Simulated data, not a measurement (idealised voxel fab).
Presented below is a process module, voxel air gaps.
Cross-sectional view cut (width: 235 nm; square cell size: 5 nm).
Cross-section format: a grid of square cells, given as bands from top to bottom; each band is one or more rows of cells. It is stipulated that each band's entry specify, in nanometres, the height of the top of the band and then that of its bottom, followed by the materials of the band in left-to-right sequence, each together with its width in nanometres. A single material marked by the word "everywhere" is understood to fill the band from edge to edge; the word "air" is understood to denote empty space. Height 0 is the level under which the wafer as received is all one material. The lowest band goes on downwards, as in "0 and below". The two numbers in a width such as "30 to 40" mark its ends across the band: the first belongs to the top row of cells, the second to the bottom row, and from each row to the next the width moves by the same amount. Step marked "nothing altered"? Then no cell in the cross-section changed in it. "Fully sealed voids" enumerates empty spaces isolated from the top, with no open way to it, that contain at least 8 cells, giving each as width x height at distance from the left edge, all three in nm. after a step's settings: what the simulator itself notes on the step. The "overlay nm" setting may appear on a step's line; for a step that uses a mask, it gives how far to the right of its planned position the mask lay, and a negative value indicates the left.

Steps in the process plan
1) op RECEIVE | material Si
2) op CONFORMAL_DEP | material SiO2 | thk nm 10
3) op CONFORMAL_DEP | material SiN | thk nm 5
4) op DIRECTIONAL_DEP | material SiO2 | thk nm 40
5) op MASKED_ETCH | tone open | mask id LINES | width nm 25 | pitch nm 55 | etch materials SiO2 | depth nm 40 | overlay nm 0
6) op CONFORMAL_DEP | material TiN | thk nm 5
7) op FILL_DEP | material Ru | thk nm 5
8) op CMP | height nm 55
9) op EPI | material Ru | thk nm 10
10) op SELECTIVE_ETCH | etch materials SiO2 | depth nm 50
11) op CONFORMAL_DEP | material SiCN | thk nm 5

Delivered wafer in cross-section: state after step 1
- 0 and below  Si everywhere
- Fully sealed voids: none

The first of the two wafers as seen in cross-section once the module was finished; processing followed the plan
- 70 down to 65  air=5 | SiCN=220 | air=10
- 65 down to 55  air=5 | SiCN=5 | Ru=45 | SiCN=10 | Ru=45 | SiCN=10 | Ru=45 | SiCN=10 | Ru=45 | SiCN=5 | air=10
- 55 down to 50  air=5 | SiCN=15 | TiN=5 | Ru=15 | TiN=5 | SiCN=30 | TiN=5 | Ru=15 | TiN=5 | SiCN=30 | TiN=5 | Ru=15 | TiN=5 | SiCN=30 | TiN=5 | Ru=15 | TiN=5 | SiCN=15 | air=10
- 50 down to 20  air=15 | SiCN=5 | TiN=5 | Ru=15 | TiN=5 | SiCN=5 | air=20 | SiCN=5 | TiN=5 | Ru=15 | TiN=5 | SiCN=5 | air=20 | SiCN=5 | TiN=5 | Ru=15 | TiN=5 | SiCN=5 | air=20 | SiCN=5 | TiN=5 | Ru=15 | TiN=5 | SiCN=5 | air=20
- 20 down to 15  SiCN=20 | TiN=25 | SiCN=30 | TiN=25 | SiCN=30 | TiN=25 | SiCN=30 | TiN=25 | SiCN=25
- 15 down to 10  SiN everywhere
- 10 down to 0  SiO2 everywhere
- 0 and below  Si everywhere
- Fully sealed voids: 20 x 30 at 50; 20 x 30 at 105; 20 x 30 at 160

Presented here is a cross-section of the second of the two wafers as it stood at the end of the module. It was started in the same manner and assigned the same plan as the first wafer; however, one mistake was made in its execution
- 70 down to 65  air=10 | SiCN=45 | air=10 | SiCN=45 | air=10 | SiCN=45 | air=10 | SiCN=45 | air=15
- 65 down to 55  air=10 | SiCN=5 | Ru=35 | SiCN=5 | air=10 | SiCN=5 | Ru=35 | SiCN=5 | air=10 | SiCN=5 | Ru=35 | SiCN=5 | air=10 | SiCN=5 | Ru=35 | SiCN=5 | air=15
- 55 down to 50  air=10 | SiCN=15 | TiN=5 | Ru=5 | TiN=5 | SiCN=15 | air=10 | SiCN=15 | TiN=5 | Ru=5 | TiN=5 | SiCN=15 | air=10 | SiCN=15 | TiN=5 | Ru=5 | TiN=5 | SiCN=15 | air=10 | SiCN=15 | TiN=5 | Ru=5 | TiN=5 | SiCN=15 | air=15
- 50 down to 20  air=20 | SiCN=5 | TiN=5 | Ru=5 | TiN=5 | SiCN=5 | air=30 | SiCN=5 | TiN=5 | Ru=5 | TiN=5 | SiCN=5 | air=30 | SiCN=5 | TiN=5 | Ru=5 | TiN=5 | SiCN=5 | air=30 | SiCN=5 | TiN=5 | Ru=5 | TiN=5 | SiCN=5 | air=25
- 20 down to 15  SiCN=25 | TiN=15 | SiCN=40 | TiN=15 | SiCN=40 | TiN=15 | SiCN=40 | TiN=15 | SiCN=30
- 15 down to 10  SiN everywhere
- 10 down to 0  SiO2 everywhere
- 0 and below  Si everywhere
- Fully sealed voids: none
Misprocessing identified: step 5 off recipe, ran as op MASKED_ETCH | tone open | mask id LINES | width nm 15 | pitch nm 55 | etch materials SiO2 | depth nm 40 | overlay nm 0
Final comparison by cell count, materials where the second wafer has more or fewer than the first: -72 Ru; -8 TiN
At process end, closed voids number 3 in the first wafer and 0 in the second wafer.
